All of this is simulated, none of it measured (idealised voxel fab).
The document below concerns the process module designated voxel transistor to metal.
The figure presents cross-section cut, which has a width of 275 nm and is divided into square cells with an edge length of 5 nm.
Format of a cross-section: grid, square cells. Given as bands. Order: top down. Band: one or more rows of cells.
Band entry format. Leading values: height of top, height of bottom, nm. Remainder: materials in left-to-right order, each with its width in nm. Special words: "full width" on a single material, which then fills the band edge to edge; "blank", empty space.
It should be noted that heights are counted from 0, beneath which the wafer as supplied is of one material throughout, and that the lowest band possesses no lower boundary but continues downward, as written in "z 0 and below".
Quick explanation for "30->40": the width changes in equal steps down the rows of cells, from the first number in the band's top row to the second number in its bottom row.
You'll sometimes find "no change occurred" written for a step, and that's the way of saying that nowhere in the cross-section did a cell change during that step.
Heads up: "Cavities, sealed" only lists the empty pockets with no open path to the top that are 8 cells or more, and it writes them as width x height at distance, distance from the left edge, in nm.
Formally, on a step line, whatever follows the settings is a remark that the simulator itself makes on the step.
The optional step-line setting "overlay nm" applies to steps with a mask and quantifies how far to the right of its planned location the mask lay, a negative value indicating leftward placement.

## Set out below are the planned steps of the process
1: op RECEIVE | material Si
2: op CONFORMAL_DEP | material SiO2 | thk nm 5
3: op CONFORMAL_DEP | material SiN | thk nm 10
4: op DIRECTIONAL_DEP | material aC | thk nm 15
5: op PATTERN | tone cover | mask id ACTIVE | material resist | width nm 85 | pitch nm 110 | thk nm 35 | overlay nm 0
6: op DIRECTIONAL_ETCH | etch materials aC | depth nm 15
7: op STRIP | etch materials resist
8: op DIRECTIONAL_ETCH | etch materials SiN | depth nm 10
9: op DIRECTIONAL_ETCH | etch materials SiO2 | depth nm 5
10: op DIRECTIONAL_ETCH | etch materials Si | depth nm 25
11: op STRIP | etch materials aC
12: op FILL_DEP | material SiO2 | thk nm 5
13: op CMP | height nm 15
14: op SELECTIVE_ETCH | etch materials SiO2 | depth nm 5
15: op STRIP | etch materials SiN
16: op SELECTIVE_ETCH | etch materials SiO2 | depth nm 5
17: op OXIDIZE | depth nm 5
18: op DIRECTIONAL_DEP | material polySi | thk nm 30
19: op DIRECTIONAL_DEP | material SiCN | thk nm 10
20: op MASKED_ETCH | tone cover | mask id GATE | width nm 15 | pitch nm 110 | etch materials SiCN | depth nm 20 | overlay nm 0
21: op MASKED_ETCH | tone cover | mask id GATE | width nm 15 | pitch nm 110 | etch materials polySi | depth nm 40 | overlay nm 0
22: op CONFORMAL_DEP | material SiN | thk nm 10
23: op DIRECTIONAL_ETCH | etch materials SiN | depth nm 10
24: op DIRECTIONAL_ETCH | etch materials SiO2 | depth nm 5
25: op DIRECTIONAL_ETCH | etch materials Si | depth nm 15
26: op EPI | material nSi | thk nm 20
27: op FILL_DEP | material SiO2 | thk nm 10
28: op CMP | height nm 40
29: op DIRECTIONAL_DEP | material SiO2 | thk nm 15
30: op PATTERN | tone open | mask id CONTACT | material resist | width nm 25 | thk nm 20 | overlay nm 0
31: op DIRECTIONAL_ETCH | etch materials SiO2 | depth nm 40
32: op STRIP | etch materials resist
33: op CONFORMAL_DEP | material TiN | thk nm 5
34: op FILL_DEP | material W | thk nm 5
35: op CMP | height nm 55
36: op DIRECTIONAL_DEP | material TiN | thk nm 5
37: op DIRECTIONAL_DEP | material Ru | thk nm 25
38: op MASKED_ETCH | tone cover | mask id METAL_1 | width nm 15 | etch materials Ru | depth nm 25 | overlay nm 0
39: op MASKED_ETCH | tone cover | mask id METAL_1 | width nm 15 | etch materials TiN | depth nm 5 | overlay nm 0
40: op CONFORMAL_DEP | material SiCN | thk nm 5
41: op FILL_DEP | material SiO2 | thk nm 5
42: op CMP | height nm 85
43: op CONFORMAL_DEP | material SiCN | thk nm 5
44: op DIRECTIONAL_DEP | material SiO2 | thk nm 30
45: op DIRECTIONAL_DEP | material aC | thk nm 15
46: op PATTERN | tone open | mask id METAL_2 | material resist | width nm 15 | pitch nm 110 | thk nm 30 | overlay nm 0
47: op DIRECTIONAL_ETCH | etch materials aC | depth nm 15
48: op STRIP | etch materials resist
49: op DIRECTIONAL_ETCH | etch materials SiO2 | depth nm 15
50: op STRIP | etch materials aC
51: op DIRECTIONAL_DEP | material aC | thk nm 15
52: op PATTERN | tone open | mask id METAL_2_HOLES | material resist | width nm 15 | pitch nm 110 | thk nm 35 | overlay nm 0
53: op DIRECTIONAL_ETCH | etch materials aC | depth nm 15
54: op STRIP | etch materials resist
55: op DIRECTIONAL_ETCH | etch materials SiO2 | depth nm 15
56: op DIRECTIONAL_ETCH | etch materials SiCN | depth nm 5
57: op STRIP | etch materials aC
58: op CONFORMAL_DEP | material TiN | thk nm 5
59: op FILL_DEP | material Ru | thk nm 5
60: op CMP | height nm 120
61: op CONFORMAL_DEP | material SiCN | thk nm 5

## First of two wafers - as planned

## Cross-section of the incoming wafer, state after step 1
z 0 and below = Si full width
Cavities, sealed: none

## Step 2 done - wafer cross-section
z 5 to 0 = SiO2 full width
Below a height of 0, the structure has not been altered.

## Step 3 done - wafer cross-section
z 15 to 5 = SiN full width
Below a height of 5, the structure has not been altered.

## Step 4 done - wafer cross-section
z 30 to 15 = aC full width
Below a height of 15, the structure has not been altered.

## Step 5 done - wafer cross-section
z 65 to 30 = blank (40), resist (85), blank (25), resist (85), blank (40)
Below a height of 30, the structure has not been altered.

## Step 6 done - wafer cross-section
z 50 to 30 = blank (40), resist (85), blank (25), resist (85), blank (40)
z 30 to 15 = blank (40), aC (85), blank (25), aC (85), blank (40)
Below a height of 15, the structure has not been altered.

## Step 7 done - wafer cross-section
z 30 to 15 = blank (40), aC (85), blank (25), aC (85), blank (40)
Below a height of 15, the structure has not been altered.

## Step 8 done - wafer cross-section
z 30 to 15 = blank (40), aC (85), blank (25), aC (85), blank (40)
z 15 to 5 = blank (40), SiN (85), blank (25), SiN (85), blank (40)
Below a height of 5, the structure has not been altered.

## Step 9 done - wafer cross-section
z 30 to 15 = blank (40), aC (85), blank (25), aC (85), blank (40)
z 15 to 5 = blank (40), SiN (85), blank (25), SiN (85), blank (40)
z 5 to 0 = blank (40), SiO2 (85), blank (25), SiO2 (85), blank (40)
Below a height of 0, the structure has not been altered.

## Step 10 done - wafer cross-section
z 30 to 15 = blank (40), aC (85), blank (25), aC (85), blank (40)
z 15 to 5 = blank (40), SiN (85), blank (25), SiN (85), blank (40)
z 5 to 0 = blank (40), SiO2 (85), blank (25), SiO2 (85), blank (40)
z 0 to -25 = blank (40), Si (85), blank (25), Si (85), blank (40)
Below a height of -25, the structure has not been altered.

## Step 11 done - wafer cross-section
z 15 to 5 = blank (40), SiN (85), blank (25), SiN (85), blank (40)
Below a height of 5, the structure has not been altered.

## Step 12 done - wafer cross-section
z 20 to 15 = SiO2 full width
z 15 to 5 = SiO2 (40), SiN (85), SiO2 (25), SiN (85), SiO2 (40)
z 5 to 0 = SiO2 full width
z 0 to -25 = SiO2 (40), Si (85), SiO2 (25), Si (85), SiO2 (40)
Below a height of -25, the structure has not been altered.

## Step 13 done - wafer cross-section
z 15 to 5 = SiO2 (40), SiN (85), SiO2 (25), SiN (85), SiO2 (40)
Below a height of 5, the structure has not been altered.

## Step 14 done - wafer cross-section
z 15 to 10 = blank (40), SiN (85), blank (25), SiN (85), blank (40)
Below a height of 10, the structure has not been altered.

## Step 15 done - wafer cross-section
z 10 to 5 = SiO2 (40), blank (85), SiO2 (25), blank (85), SiO2 (40)
Below a height of 5, the structure has not been altered.

## Step 16 done - wafer cross-section
z 5 to 0 = SiO2 (35), blank (95), SiO2 (15), blank (95), SiO2 (35)
Below a height of 0, the structure has not been altered.

## Step 17 done - wafer cross-section
z 5 to 0 = SiO2 (35), blank (95), SiO2 (15), blank (95), SiO2 (35)
z 0 to -5 = SiO2 full width
Below a height of -5, the structure has not been altered.

## Step 18 done - wafer cross-section
z 35 to 30 = polySi (35), blank (95), polySi (15), blank (95), polySi (35)
z 30 to 5 = polySi full width
z 5 to 0 = SiO2 (35), polySi (95), SiO2 (15), polySi (95), SiO2 (35)
Below a height of 0, the structure has not been altered.

## Step 19 done - wafer cross-section
z 45 to 40 = SiCN (35), blank (95), SiCN (15), blank (95), SiCN (35)
z 40 to 35 = SiCN full width
z 35 to 30 = polySi (35), SiCN (95), polySi (15), SiCN (95), polySi (35)
Below a height of 30, the structure has not been altered.

## Step 20 done - wafer cross-section
z 40 to 35 = blank (75), SiCN (15), blank (95), SiCN (15), blank (75)
z 35 to 30 = polySi (35), blank (40), SiCN (15), blank (40), polySi (15), blank (40), SiCN (15), blank (40), polySi (35)
Below a height of 30, the structure has not been altered.

## Step 21 done - wafer cross-section
z 40 to 30 = blank (75), SiCN (15), blank (95), SiCN (15), blank (75)
z 30 to 5 = blank (75), polySi (15), blank (95), polySi (15), blank (75)
z 5 to 0 = SiO2 (35), blank (40), polySi (15), blank (40), SiO2 (15), blank (40), polySi (15), blank (40), SiO2 (35)
Below a height of 0, the structure has not been altered.

## Step 22 done - wafer cross-section
z 50 to 40 = blank (65), SiN (35), blank (75), SiN (35), blank (65)
z 40 to 30 = blank (65), SiN (10), SiCN (15), SiN (10), blank (75), SiN (10), SiCN (15), SiN (10), blank (65)
z 30 to 15 = blank (65), SiN (10), polySi (15), SiN (10), blank (75), SiN (10), polySi (15), SiN (10), blank (65)
z 15 to 10 = SiN (45), blank (20), SiN (10), polySi (15), SiN (10), blank (20), SiN (35), blank (20), SiN (10), polySi (15), SiN (10), blank (20), SiN (45)
z 10 to 5 = SiN (75), polySi (15), SiN (95), polySi (15), SiN (75)
z 5 to 0 = SiO2 (35), SiN (40), polySi (15), SiN (40), SiO2 (15), SiN (40), polySi (15), SiN (40), SiO2 (35)
Below a height of 0, the structure has not been altered.

## Step 23 done - wafer cross-section
z 40 to 30 = blank (65), SiN (10), SiCN (15), SiN (10), blank (75), SiN (10), SiCN (15), SiN (10), blank (65)
z 30 to 5 = blank (65), SiN (10), polySi (15), SiN (10), blank (75), SiN (10), polySi (15), SiN (10), blank (65)
z 5 to 0 = SiO2 (35), SiN (10), blank (20), SiN (10), polySi (15), SiN (10), blank (20), SiN (10), SiO2 (15), SiN (10), blank (20), SiN (10), polySi (15), SiN (10), blank (20), SiN (10), SiO2 (35)
Below a height of 0, the structure has not been altered.

## Step 24 done - wafer cross-section
z 40 to 30 = blank (65), SiN (10), SiCN (15), SiN (10), blank (75), SiN (10), SiCN (15), SiN (10), blank (65)
z 30 to 5 = blank (65), SiN (10), polySi (15), SiN (10), blank (75), SiN (10), polySi (15), SiN (10), blank (65)
z 5 to 0 = blank (35), SiN (10), blank (20), SiN (10), polySi (15), SiN (10), blank (20), SiN (10), blank (15), SiN (10), blank (20), SiN (10), polySi (15), SiN (10), blank (20), SiN (10), blank (35)
z 0 to -5 = SiO2 (45), blank (20), SiO2 (35), blank (20), SiO2 (35), blank (20), SiO2 (35), blank (20), SiO2 (45)
Below a height of -5, the structure has not been altered.

## Step 25 done - wafer cross-section
z 40 to 30 = blank (65), SiN (10), SiCN (15), SiN (10), blank (75), SiN (10), SiCN (15), SiN (10), blank (65)
z 30 to 5 = blank (65), SiN (10), polySi (15), SiN (10), blank (75), SiN (10), polySi (15), SiN (10), blank (65)
z 5 to 0 = blank (35), SiN (10), blank (20), SiN (10), polySi (15), SiN (10), blank (20), SiN (10), blank (15), SiN (10), blank (20), SiN (10), polySi (15), SiN (10), blank (20), SiN (10), blank (35)
z 0 to -5 = SiO2 (45), blank (20), SiO2 (35), blank (20), SiO2 (35), blank (20), SiO2 (35), blank (20), SiO2 (45)
z -5 to -20 = SiO2 (40), Si (5), blank (20), Si (35), blank (20), Si (5), SiO2 (25), Si (5), blank (20), Si (35), blank (20), Si (5), SiO2 (40)
Below a height of -20, the structure has not been altered.

## Step 26 done - wafer cross-section
z 40 to 30 = blank (65), SiN (10), SiCN (15), SiN (10), blank (75), SiN (10), SiCN (15), SiN (10), blank (65)
z 30 to 15 = blank (65), SiN (10), polySi (15), SiN (10), blank (75), SiN (10), polySi (15), SiN (10), blank (65)
z 15 to 5 = blank (35), nSi (30), SiN (10), polySi (15), SiN (10), nSi (30), blank (15), nSi (30), SiN (10), polySi (15), SiN (10), nSi (30), blank (35)
z 5 to 0 = blank (35), SiN (10), nSi (20), SiN (10), polySi (15), SiN (10), nSi (20), SiN (10), blank (15), SiN (10), nSi (20), SiN (10), polySi (15), SiN (10), nSi (20), SiN (10), blank (35)
z 0 to -5 = SiO2 (45), nSi (20), SiO2 (35), nSi (20), SiO2 (35), nSi (20), SiO2 (35), nSi (20), SiO2 (45)
z -5 to -20 = SiO2 (40), Si (5), nSi (20), Si (35), nSi (20), Si (5), SiO2 (25), Si (5), nSi (20), Si (35), nSi (20), Si (5), SiO2 (40)
Below a height of -20, the structure has not been altered.

## Step 27 done - wafer cross-section
z 50 to 40 = SiO2 full width
z 40 to 30 = SiO2 (65), SiN (10), SiCN (15), SiN (10), SiO2 (75), SiN (10), SiCN (15), SiN (10), SiO2 (65)
z 30 to 15 = SiO2 (65), SiN (10), polySi (15), SiN (10), SiO2 (75), SiN (10), polySi (15), SiN (10), SiO2 (65)
z 15 to 5 = SiO2 (35), nSi (30), SiN (10), polySi (15), SiN (10), nSi (30), SiO2 (15), nSi (30), SiN (10), polySi (15), SiN (10), nSi (30), SiO2 (35)
z 5 to 0 = SiO2 (35), SiN (10), nSi (20), SiN (10), polySi (15), SiN (10), nSi (20), SiN (10), SiO2 (15), SiN (10), nSi (20), SiN (10), polySi (15), SiN (10), nSi (20), SiN (10), SiO2 (35)
Below a height of 0, the structure has not been altered.

## Step 28 done - wafer cross-section
z 40 to 30 = SiO2 (65), SiN (10), SiCN (15), SiN (10), SiO2 (75), SiN (10), SiCN (15), SiN (10), SiO2 (65)
Below a height of 30, the structure has not been altered.

## Step 29 done - wafer cross-section
z 55 to 40 = SiO2 full width
Below a height of 40, the structure has not been altered.

## Step 30 done - wafer cross-section
z 75 to 55 = resist (45), blank (25), resist (25), blank (25), resist (35), blank (25), resist (25), blank (25), resist (45)
Below a height of 55, the structure has not been altered.

## Step 31 done - wafer cross-section
z 75 to 55 = resist (45), blank (25), resist (25), blank (25), resist (35), blank (25), resist (25), blank (25), resist (45)
z 55 to 40 = SiO2 (45), blank (25), SiO2 (25), blank (25), SiO2 (35), blank (25), SiO2 (25), blank (25), SiO2 (45)
z 40 to 30 = SiO2 (45), blank (20), SiN (10), SiCN (15), SiN (10), blank (20), SiO2 (35), blank (20), SiN (10), SiCN (15), SiN (10), blank (20), SiO2 (45)
z 30 to 15 = SiO2 (45), blank (20), SiN (10), polySi (15), SiN (10), blank (20), SiO2 (35), blank (20), SiN (10), polySi (15), SiN (10), blank (20), SiO2 (45)
Below a height of 15, the structure has not been altered.

## Step 32 done - wafer cross-section
z 55 to 40 = SiO2 (45), blank (25), SiO2 (25), blank (25), SiO2 (35), blank (25), SiO2 (25), blank (25), SiO2 (45)
Below a height of 40, the structure has not been altered.

## Step 33 done - wafer cross-section
z 60 to 55 = TiN (50), blank (15), TiN (35), blank (15), TiN (45), blank (15), TiN (35), blank (15), TiN (50)
z 55 to 45 = SiO2 (45), TiN (5), blank (15), TiN (5), SiO2 (25), TiN (5), blank (15), TiN (5), SiO2 (35), TiN (5), blank (15), TiN (5), SiO2 (25), TiN (5), blank (15), TiN (5), SiO2 (45)
z 45 to 40 = SiO2 (45), TiN (5), blank (10), TiN (10), SiO2 (25), TiN (10), blank (10), TiN (5), SiO2 (35), TiN (5), blank (10), TiN (10), SiO2 (25), TiN (10), blank (10), TiN (5), SiO2 (45)
z 40 to 30 = SiO2 (45), TiN (5), blank (10), TiN (5), SiN (10), SiCN (15), SiN (10), TiN (5), blank (10), TiN (5), SiO2 (35), TiN (5), blank (10), TiN (5), SiN (10), SiCN (15), SiN (10), TiN (5), blank (10), TiN (5), SiO2 (45)
z 30 to 20 = SiO2 (45), TiN (5), blank (10), TiN (5), SiN (10), polySi (15), SiN (10), TiN (5), blank (10), TiN (5), SiO2 (35), TiN (5), blank (10), TiN (5), SiN (10), polySi (15), SiN (10), TiN (5), blank (10), TiN (5), SiO2 (45)
z 20 to 15 = SiO2 (45), TiN (20), SiN (10), polySi (15), SiN (10), TiN (20), SiO2 (35), TiN (20), SiN (10), polySi (15), SiN (10), TiN (20), SiO2 (45)
Below a height of 15, the structure has not been altered.

## Step 34 done - wafer cross-section
z 65 to 60 = W full width
z 60 to 55 = TiN (50), W (15), TiN (35), W (15), TiN (45), W (15), TiN (35), W (15), TiN (50)
z 55 to 45 = SiO2 (45), TiN (5), W (15), TiN (5), SiO2 (25), TiN (5), W (15), TiN (5), SiO2 (35), TiN (5), W (15), TiN (5), SiO2 (25), TiN (5), W (15), TiN (5), SiO2 (45)
z 45 to 40 = SiO2 (45), TiN (5), W (10), TiN (10), SiO2 (25), TiN (10), W (10), TiN (5), SiO2 (35), TiN (5), W (10), TiN (10), SiO2 (25), TiN (10), W (10), TiN (5), SiO2 (45)
z 40 to 30 = SiO2 (45), TiN (5), W (10), TiN (5), SiN (10), SiCN (15), SiN (10), TiN (5), W (10), TiN (5), SiO2 (35), TiN (5), W (10), TiN (5), SiN (10), SiCN (15), SiN (10), TiN (5), W (10), TiN (5), SiO2 (45)
z 30 to 20 = SiO2 (45), TiN (5), W (10), TiN (5), SiN (10), polySi (15), SiN (10), TiN (5), W (10), TiN (5), SiO2 (35), TiN (5), W (10), TiN (5), SiN (10), polySi (15), SiN (10), TiN (5), W (10), TiN (5), SiO2 (45)
Below a height of 20, the structure has not been altered.

## Step 35 done - wafer cross-section
z 55 to 45 = SiO2 (45), TiN (5), W (15), TiN (5), SiO2 (25), TiN (5), W (15), TiN (5), SiO2 (35), TiN (5), W (15), TiN (5), SiO2 (25), TiN (5), W (15), TiN (5), SiO2 (45)
Below a height of 45, the structure has not been altered.

## Step 36 done - wafer cross-section
z 60 to 55 = TiN full width
Below a height of 55, the structure has not been altered.

## Step 37 done - wafer cross-section
z 85 to 60 = Ru full width
Below a height of 60, the structure has not been altered.

## Step 38 done - wafer cross-section
z 85 to 60 = blank (45), Ru (15), blank (45), Ru (15), blank (35), Ru (15), blank (45), Ru (15), blank (45)
Below a height of 60, the structure has not been altered.

## Step 39 done - wafer cross-section
z 85 to 60 = blank (45), Ru (15), blank (45), Ru (15), blank (35), Ru (15), blank (45), Ru (15), blank (45)
z 60 to 55 = blank (45), TiN (15), blank (45), TiN (15), blank (35), TiN (15), blank (45), TiN (15), blank (45)
Below a height of 55, the structure has not been altered.

## Step 40 done - wafer cross-section
z 90 to 85 = blank (40), SiCN (25), blank (35), SiCN (25), blank (25), SiCN (25), blank (35), SiCN (25), blank (40)
z 85 to 60 = blank (40), SiCN (5), Ru (15), SiCN (5), blank (35), SiCN (5), Ru (15), SiCN (5), blank (25), SiCN (5), Ru (15), SiCN (5), blank (35), SiCN (5), Ru (15), SiCN (5), blank (40)
z 60 to 55 = SiCN (45), TiN (15), SiCN (45), TiN (15), SiCN (35), TiN (15), SiCN (45), TiN (15), SiCN (45)
Below a height of 55, the structure has not been altered.

## Step 41 done - wafer cross-section
z 95 to 90 = SiO2 full width
z 90 to 85 = SiO2 (40), SiCN (25), SiO2 (35), SiCN (25), SiO2 (25), SiCN (25), SiO2 (35), SiCN (25), SiO2 (40)
z 85 to 60 = SiO2 (40), SiCN (5), Ru (15), SiCN (5), SiO2 (35), SiCN (5), Ru (15), SiCN (5), SiO2 (25), SiCN (5), Ru (15), SiCN (5), SiO2 (35), SiCN (5), Ru (15), SiCN (5), SiO2 (40)
Below a height of 60, the structure has not been altered.

## Step 42 done - wafer cross-section
z 85 to 60 = SiO2 (40), SiCN (5), Ru (15), SiCN (5), SiO2 (35), SiCN (5), Ru (15), SiCN (5), SiO2 (25), SiCN (5), Ru (15), SiCN (5), SiO2 (35), SiCN (5), Ru (15), SiCN (5), SiO2 (40)
Below a height of 60, the structure has not been altered.

## Step 43 done - wafer cross-section
z 90 to 85 = SiCN full width
Below a height of 85, the structure has not been altered.

## Step 44 done - wafer cross-section
z 120 to 90 = SiO2 full width
Below a height of 90, the structure has not been altered.

## Step 45 done - wafer cross-section
z 135 to 120 = aC full width
Below a height of 120, the structure has not been altered.

## Step 46 done - wafer cross-section
z 165 to 135 = resist (45), blank (15), resist (95), blank (15), resist (105)
Below a height of 135, the structure has not been altered.

## Step 47 done - wafer cross-section
z 150 to 135 = resist (45), blank (15), resist (95), blank (15), resist (105)
z 135 to 120 = aC (45), blank (15), aC (95), blank (15), aC (105)
Below a height of 120, the structure has not been altered.

## Step 48 done - wafer cross-section
z 135 to 120 = aC (45), blank (15), aC (95), blank (15), aC (105)
Below a height of 120, the structure has not been altered.

## Step 49 done - wafer cross-section
z 135 to 120 = aC (45), blank (15), aC (95), blank (15), aC (105)
z 120 to 105 = SiO2 (45), blank (15), SiO2 (95), blank (15), SiO2 (105)
Below a height of 105, the structure has not been altered.

## Step 50 done - wafer cross-section
z 120 to 105 = SiO2 (45), blank (15), SiO2 (95), blank (15), SiO2 (105)
Below a height of 105, the structure has not been altered.

## Step 51 done - wafer cross-section
z 135 to 120 = aC (45), blank (15), aC (95), blank (15), aC (105)
z 120 to 105 = SiO2 (45), aC (15), SiO2 (95), aC (15), SiO2 (105)
Below a height of 105, the structure has not been altered.

## Step 52 done - wafer cross-section
z 170 to 135 = resist (45), blank (15), resist (95), blank (15), resist (105)
Below a height of 135, the structure has not been altered.

## Step 53 done - wafer cross-section
z 155 to 135 = resist (45), blank (15), resist (95), blank (15), resist (105)
z 135 to 120 = aC (45), blank (15), aC (95), blank (15), aC (105)
z 120 to 105 = SiO2 (45), blank (15), SiO2 (95), blank (15), SiO2 (105)
Below a height of 105, the structure has not been altered.

## Step 54 done - wafer cross-section
z 135 to 120 = aC (45), blank (15), aC (95), blank (15), aC (105)
Below a height of 120, the structure has not been altered.

## Step 55 done - wafer cross-section
z 135 to 120 = aC (45), blank (15), aC (95), blank (15), aC (105)
z 120 to 90 = SiO2 (45), blank (15), SiO2 (95), blank (15), SiO2 (105)
Below a height of 90, the structure has not been altered.

## Step 56 done - wafer cross-section
z 135 to 120 = aC (45), blank (15), aC (95), blank (15), aC (105)
z 120 to 90 = SiO2 (45), blank (15), SiO2 (95), blank (15), SiO2 (105)
z 90 to 85 = SiCN (45), blank (15), SiCN (95), blank (15), SiCN (105)
Below a height of 85, the structure has not been altered.

## Step 57 done - wafer cross-section
z 120 to 90 = SiO2 (45), blank (15), SiO2 (95), blank (15), SiO2 (105)
Below a height of 90, the structure has not been altered.

## Step 58 done - wafer cross-section
z 125 to 120 = TiN (50), blank (5), TiN (105), blank (5), TiN (110)
z 120 to 90 = SiO2 (45), TiN (5), blank (5), TiN (5), SiO2 (95), TiN (5), blank (5), TiN (5), SiO2 (105)
z 90 to 85 = SiCN (45), TiN (15), SiCN (95), TiN (15), SiCN (105)
Below a height of 85, the structure has not been altered.

## Step 59 done - wafer cross-section
z 130 to 125 = Ru full width
z 125 to 120 = TiN (50), Ru (5), TiN (105), Ru (5), TiN (110)
z 120 to 90 = SiO2 (45), TiN (5), Ru (5), TiN (5), SiO2 (95), TiN (5), Ru (5), TiN (5), SiO2 (105)
Below a height of 90, the structure has not been altered.

## Step 60 done - wafer cross-section
z 120 to 90 = SiO2 (45), TiN (5), Ru (5), TiN (5), SiO2 (95), TiN (5), Ru (5), TiN (5), SiO2 (105)
Below a height of 90, the structure has not been altered.

## Step 61 done - wafer cross-section
z 125 to 120 = SiCN full width
Below a height of 120, the structure has not been altered.

## The second wafer was prepared from the same starting point and under the same plan as the first; its processing contained one mistake, and it remains indistinguishable from the first wafer up to and including step 41

## Second wafer at the planned finish of step 42, seen in cross-section
z 75 to 60 = SiO2 (40), SiCN (5), Ru (15), SiCN (5), SiO2 (35), SiCN (5), Ru (15), SiCN (5), SiO2 (25), SiCN (5), Ru (15), SiCN (5), SiO2 (35), SiCN (5), Ru (15), SiCN (5), SiO2 (40)
Below a height of 60, the structure has not been altered.

## Second wafer at the planned finish of step 43, seen in cross-section
z 80 to 75 = SiCN full width
Below a height of 75, the structure has not been altered.

## Second wafer at the planned finish of step 44, seen in cross-section
z 110 to 80 = SiO2 full width
Below a height of 80, the structure has not been altered.

## Second wafer at the planned finish of step 45, seen in cross-section
z 125 to 110 = aC full width
Below a height of 110, the structure has not been altered.

## Second wafer at the planned finish of step 46, seen in cross-section
z 155 to 125 = resist (45), blank (15), resist (95), blank (15), resist (105)
Below a height of 125, the structure has not been altered.

## Second wafer at the planned finish of step 47, seen in cross-section
z 140 to 125 = resist (45), blank (15), resist (95), blank (15), resist (105)
z 125 to 110 = aC (45), blank (15), aC (95), blank (15), aC (105)
Below a height of 110, the structure has not been altered.

## Second wafer at the planned finish of step 48, seen in cross-section
z 125 to 110 = aC (45), blank (15), aC (95), blank (15), aC (105)
Below a height of 110, the structure has not been altered.

## Second wafer at the planned finish of step 49, seen in cross-section
z 125 to 110 = aC (45), blank (15), aC (95), blank (15), aC (105)
z 110 to 95 = SiO2 (45), blank (15), SiO2 (95), blank (15), SiO2 (105)
Below a height of 95, the structure has not been altered.

## Second wafer at the planned finish of step 50, seen in cross-section
z 110 to 95 = SiO2 (45), blank (15), SiO2 (95), blank (15), SiO2 (105)
Below a height of 95, the structure has not been altered.

## Second wafer at the planned finish of step 51, seen in cross-section
z 125 to 110 = aC (45), blank (15), aC (95), blank (15), aC (105)
z 110 to 95 = SiO2 (45), aC (15), SiO2 (95), aC (15), SiO2 (105)
Below a height of 95, the structure has not been altered.

## Second wafer at the planned finish of step 52, seen in cross-section
z 160 to 125 = resist (45), blank (15), resist (95), blank (15), resist (105)
Below a height of 125, the structure has not been altered.

## Second wafer at the planned finish of step 53, seen in cross-section
z 145 to 125 = resist (45), blank (15), resist (95), blank (15), resist (105)
z 125 to 110 = aC (45), blank (15), aC (95), blank (15), aC (105)
z 110 to 95 = SiO2 (45), blank (15), SiO2 (95), blank (15), SiO2 (105)
Below a height of 95, the structure has not been altered.

## Second wafer at the planned finish of step 54, seen in cross-section
z 125 to 110 = aC (45), blank (15), aC (95), blank (15), aC (105)
Below a height of 110, the structure has not been altered.

## Second wafer at the planned finish of step 55, seen in cross-section
z 125 to 110 = aC (45), blank (15), aC (95), blank (15), aC (105)
z 110 to 80 = SiO2 (45), blank (15), SiO2 (95), blank (15), SiO2 (105)
Below a height of 80, the structure has not been altered.

## Second wafer at the planned finish of step 56, seen in cross-section
z 125 to 110 = aC (45), blank (15), aC (95), blank (15), aC (105)
z 110 to 80 = SiO2 (45), blank (15), SiO2 (95), blank (15), SiO2 (105)
z 80 to 75 = SiCN (45), blank (15), SiCN (95), blank (15), SiCN (105)
Below a height of 75, the structure has not been altered.

## Second wafer at the planned finish of step 57, seen in cross-section
z 110 to 80 = SiO2 (45), blank (15), SiO2 (95), blank (15), SiO2 (105)
Below a height of 80, the structure has not been altered.

## Second wafer at the planned finish of step 58, seen in cross-section
z 115 to 110 = TiN (50), blank (5), TiN (105), blank (5), TiN (110)
z 110 to 80 = SiO2 (45), TiN (5), blank (5), TiN (5), SiO2 (95), TiN (5), blank (5), TiN (5), SiO2 (105)
z 80 to 75 = SiCN (45), TiN (15), SiCN (95), TiN (15), SiCN (105)
Below a height of 75, the structure has not been altered.

## Second wafer at the planned finish of step 59, seen in cross-section
z 120 to 115 = Ru full width
z 115 to 110 = TiN (50), Ru (5), TiN (105), Ru (5), TiN (110)
z 110 to 80 = SiO2 (45), TiN (5), Ru (5), TiN (5), SiO2 (95), TiN (5), Ru (5), TiN (5), SiO2 (105)
Below a height of 80, the structure has not been altered.

Second wafer at the planned finish of step 60, seen in cross-section: no change occurred

## Second wafer at the planned finish of step 61, seen in cross-section
z 125 to 120 = SiCN full width
Below a height of 120, the structure has not been altered.
Which mistake was made when the wafer was run? step 42 did not use the planned setting and instead ran as op CMP | height nm 75
In the final state, the cell counts of the second wafer exceed or fall short of those of the first for the following materials: 33 more of Ru, 16 fewer of SiCN, 70 fewer of SiO2, 53 more of TiN
